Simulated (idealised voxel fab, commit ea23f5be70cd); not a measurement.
Module name: voxel trench capacitor (process module)
The width of the displayed cross-section, cut, is 225 nm; its cells are square, with a size of 5 nm.
A cross-section in this document is a grid of square cells, and it is written down as bands, the top band listed before the ones below it; a band is made up of one or more rows of cells. Read a band's entry like this: the first values are the height of its top and the height of its bottom in nm, and what follows is the sequence of materials from left to right, each with its width in nm. Note that "blank" is empty space, and that a single material marked "everywhere" reaches across the band from edge to edge. Convention: height 0 is the level below which the wafer, as received, is all one material. The lowest band does not terminate at the bottom but continues downward, represented as "0 nm and below". Width: "30->40" (first number = top row, second number = bottom row, same change from row to row of cells). Basically "no change occurred" means that step didn't change any cell in the cross-section. Empty spaces without an open route to the top, at least 8 cells in extent, make up the entry "Fully closed voids"; each is given as width x height at distance, where the distance is measured from the left edge, and all are in nm. That trailing text on a step's line, after the settings, is the simulator's own remark on the step. overlay nm: how far to the right of its planned place the mask lay on this masked step (negative: to the left).
### Planned step list for the process
1) RECEIVE: material Si
2) CONFORMAL_DEP: material SiN, thk nm 5
3) PATTERN: tone open, mask id TRENCH, material resist, width nm 25, pitch nm 45, thk nm 15, overlay nm 0
4) DIRECTIONAL_ETCH: etch materials SiN, depth nm 5
5) DIRECTIONAL_ETCH: etch materials Si, depth nm 40
6) STRIP: etch materials resist
7) CONFORMAL_DEP: material Al2O3, thk nm 5
8) FILL_DEP: material polySi, thk nm 5
9) CMP: height nm 5
### The first wafer of two, processed as planned
### So this is the incoming wafer in cross-section - it's already been through step 1
    0 nm and below = Si everywhere
    Fully closed voids: none
### Wafer after step 2 (cross-section)
    5 nm to 0 nm = SiN everywhere
    Below a height of 0, the structure has not been altered.
### Wafer after step 3 (cross-section)
    20 nm to 5 nm = resist 30 nm; blank 25 nm; resist 20 nm; blank 25 nm; resist 20 nm; blank 25 nm; resist 20 nm; blank 25 nm; resist 35 nm
    Below a height of 5, the structure has not been altered.
### Wafer after step 4 (cross-section)
    20 nm to 5 nm = resist 30 nm; blank 25 nm; resist 20 nm; blank 25 nm; resist 20 nm; blank 25 nm; resist 20 nm; blank 25 nm; resist 35 nm
    5 nm to 0 nm = SiN 30 nm; blank 25 nm; SiN 20 nm; blank 25 nm; SiN 20 nm; blank 25 nm; SiN 20 nm; blank 25 nm; SiN 35 nm
    Below a height of 0, the structure has not been altered.
### Wafer after step 5 (cross-section)
    20 nm to 5 nm = resist 30 nm; blank 25 nm; resist 20 nm; blank 25 nm; resist 20 nm; blank 25 nm; resist 20 nm; blank 25 nm; resist 35 nm
    5 nm to 0 nm = SiN 30 nm; blank 25 nm; SiN 20 nm; blank 25 nm; SiN 20 nm; blank 25 nm; SiN 20 nm; blank 25 nm; SiN 35 nm
    0 nm to -40 nm = Si 30 nm; blank 25 nm; Si 20 nm; blank 25 nm; Si 20 nm; blank 25 nm; Si 20 nm; blank 25 nm; Si 35 nm
    Below a height of -40, the structure has not been altered.
### Wafer after step 6 (cross-section)
    5 nm to 0 nm = SiN 30 nm; blank 25 nm; SiN 20 nm; blank 25 nm; SiN 20 nm; blank 25 nm; SiN 20 nm; blank 25 nm; SiN 35 nm
    Below a height of 0, the structure has not been altered.
### Wafer after step 7 (cross-section)
    10 nm to 5 nm = Al2O3 35 nm; blank 15 nm; Al2O3 30 nm; blank 15 nm; Al2O3 30 nm; blank 15 nm; Al2O3 30 nm; blank 15 nm; Al2O3 40 nm
    5 nm to 0 nm = SiN 30 nm; Al2O3 5 nm; blank 15 nm; Al2O3 5 nm; SiN 20 nm; Al2O3 5 nm; blank 15 nm; Al2O3 5 nm; SiN 20 nm; Al2O3 5 nm; blank 15 nm; Al2O3 5 nm; SiN 20 nm; Al2O3 5 nm; blank 15 nm; Al2O3 5 nm; SiN 35 nm
    0 nm to -35 nm = Si 30 nm; Al2O3 5 nm; blank 15 nm; Al2O3 5 nm; Si 20 nm; Al2O3 5 nm; blank 15 nm; Al2O3 5 nm; Si 20 nm; Al2O3 5 nm; blank 15 nm; Al2O3 5 nm; Si 20 nm; Al2O3 5 nm; blank 15 nm; Al2O3 5 nm; Si 35 nm
    -35 nm to -40 nm = Si 30 nm; Al2O3 25 nm; Si 20 nm; Al2O3 25 nm; Si 20 nm; Al2O3 25 nm; Si 20 nm; Al2O3 25 nm; Si 35 nm
    Below a height of -40, the structure has not been altered.
### Wafer after step 8 (cross-section)
    15 nm to 10 nm = polySi everywhere
    10 nm to 5 nm = Al2O3 35 nm; polySi 15 nm; Al2O3 30 nm; polySi 15 nm; Al2O3 30 nm; polySi 15 nm; Al2O3 30 nm; polySi 15 nm; Al2O3 40 nm
    5 nm to 0 nm = SiN 30 nm; Al2O3 5 nm; polySi 15 nm; Al2O3 5 nm; SiN 20 nm; Al2O3 5 nm; polySi 15 nm; Al2O3 5 nm; SiN 20 nm; Al2O3 5 nm; polySi 15 nm; Al2O3 5 nm; SiN 20 nm; Al2O3 5 nm; polySi 15 nm; Al2O3 5 nm; SiN 35 nm
    0 nm to -35 nm = Si 30 nm; Al2O3 5 nm; polySi 15 nm; Al2O3 5 nm; Si 20 nm; Al2O3 5 nm; polySi 15 nm; Al2O3 5 nm; Si 20 nm; Al2O3 5 nm; polySi 15 nm; Al2O3 5 nm; Si 20 nm; Al2O3 5 nm; polySi 15 nm; Al2O3 5 nm; Si 35 nm
    Below a height of -35, the structure has not been altered.
### Wafer after step 9 (cross-section)
    5 nm to 0 nm = SiN 30 nm; Al2O3 5 nm; polySi 15 nm; Al2O3 5 nm; SiN 20 nm; Al2O3 5 nm; polySi 15 nm; Al2O3 5 nm; SiN 20 nm; Al2O3 5 nm; polySi 15 nm; Al2O3 5 nm; SiN 20 nm; Al2O3 5 nm; polySi 15 nm; Al2O3 5 nm; SiN 35 nm
    Below a height of 0, the structure has not been altered.
### The Second Wafer: Common Origin and Plan, One Mistake in Execution, Identical to the First Through Step 2
### Look at the second wafer in cross-section at the time step 3 ought to have finished
    20 nm to 5 nm = resist 35 nm; blank 25 nm; resist 20 nm; blank 25 nm; resist 20 nm; blank 25 nm; resist 20 nm; blank 25 nm; resist 30 nm
    Below a height of 5, the structure has not been altered.
### Look at the second wafer in cross-section at the time step 4 ought to have finished
    20 nm to 5 nm = resist 35 nm; blank 25 nm; resist 20 nm; blank 25 nm; resist 20 nm; blank 25 nm; resist 20 nm; blank 25 nm; resist 30 nm
    5 nm to 0 nm = SiN 35 nm; blank 25 nm; SiN 20 nm; blank 25 nm; SiN 20 nm; blank 25 nm; SiN 20 nm; blank 25 nm; SiN 30 nm
    Below a height of 0, the structure has not been altered.
### Look at the second wafer in cross-section at the time step 5 ought to have finished
    20 nm to 5 nm = resist 35 nm; blank 25 nm; resist 20 nm; blank 25 nm; resist 20 nm; blank 25 nm; resist 20 nm; blank 25 nm; resist 30 nm
    5 nm to 0 nm = SiN 35 nm; blank 25 nm; SiN 20 nm; blank 25 nm; SiN 20 nm; blank 25 nm; SiN 20 nm; blank 25 nm; SiN 30 nm
    0 nm to -40 nm = Si 35 nm; blank 25 nm; Si 20 nm; blank 25 nm; Si 20 nm; blank 25 nm; Si 20 nm; blank 25 nm; Si 30 nm
    Below a height of -40, the structure has not been altered.
### Look at the second wafer in cross-section at the time step 6 ought to have finished
    5 nm to 0 nm = SiN 35 nm; blank 25 nm; SiN 20 nm; blank 25 nm; SiN 20 nm; blank 25 nm; SiN 20 nm; blank 25 nm; SiN 30 nm
    Below a height of 0, the structure has not been altered.
### Look at the second wafer in cross-section at the time step 7 ought to have finished
    10 nm to 5 nm = Al2O3 40 nm; blank 15 nm; Al2O3 30 nm; blank 15 nm; Al2O3 30 nm; blank 15 nm; Al2O3 30 nm; blank 15 nm; Al2O3 35 nm
    5 nm to 0 nm = SiN 35 nm; Al2O3 5 nm; blank 15 nm; Al2O3 5 nm; SiN 20 nm; Al2O3 5 nm; blank 15 nm; Al2O3 5 nm; SiN 20 nm; Al2O3 5 nm; blank 15 nm; Al2O3 5 nm; SiN 20 nm; Al2O3 5 nm; blank 15 nm; Al2O3 5 nm; SiN 30 nm
    0 nm to -35 nm = Si 35 nm; Al2O3 5 nm; blank 15 nm; Al2O3 5 nm; Si 20 nm; Al2O3 5 nm; blank 15 nm; Al2O3 5 nm; Si 20 nm; Al2O3 5 nm; blank 15 nm; Al2O3 5 nm; Si 20 nm; Al2O3 5 nm; blank 15 nm; Al2O3 5 nm; Si 30 nm
    -35 nm to -40 nm = Si 35 nm; Al2O3 25 nm; Si 20 nm; Al2O3 25 nm; Si 20 nm; Al2O3 25 nm; Si 20 nm; Al2O3 25 nm; Si 30 nm
    Below a height of -40, the structure has not been altered.
### Look at the second wafer in cross-section at the time step 8 ought to have finished
    15 nm to 10 nm = polySi everywhere
    10 nm to 5 nm = Al2O3 40 nm; polySi 15 nm; Al2O3 30 nm; polySi 15 nm; Al2O3 30 nm; polySi 15 nm; Al2O3 30 nm; polySi 15 nm; Al2O3 35 nm
    5 nm to 0 nm = SiN 35 nm; Al2O3 5 nm; polySi 15 nm; Al2O3 5 nm; SiN 20 nm; Al2O3 5 nm; polySi 15 nm; Al2O3 5 nm; SiN 20 nm; Al2O3 5 nm; polySi 15 nm; Al2O3 5 nm; SiN 20 nm; Al2O3 5 nm; polySi 15 nm; Al2O3 5 nm; SiN 30 nm
    0 nm to -35 nm = Si 35 nm; Al2O3 5 nm; polySi 15 nm; Al2O3 5 nm; Si 20 nm; Al2O3 5 nm; polySi 15 nm; Al2O3 5 nm; Si 20 nm; Al2O3 5 nm; polySi 15 nm; Al2O3 5 nm; Si 20 nm; Al2O3 5 nm; polySi 15 nm; Al2O3 5 nm; Si 30 nm
    Below a height of -35, the structure has not been altered.
### Look at the second wafer in cross-section at the time step 9 ought to have finished
    5 nm to 0 nm = SiN 35 nm; Al2O3 5 nm; polySi 15 nm; Al2O3 5 nm; SiN 20 nm; Al2O3 5 nm; polySi 15 nm; Al2O3 5 nm; SiN 20 nm; Al2O3 5 nm; polySi 15 nm; Al2O3 5 nm; SiN 20 nm; Al2O3 5 nm; polySi 15 nm; Al2O3 5 nm; SiN 30 nm
    Below a height of 0, the structure has not been altered.
The mistake made against the process plan was this: step 3: run off-plan, actual operation and settings PATTERN: tone open, mask id TRENCH, material resist, width nm 25, pitch nm 45, thk nm 15, overlay nm 5
at the end the second wafer has, in cells: as many of each material as the first, in other places
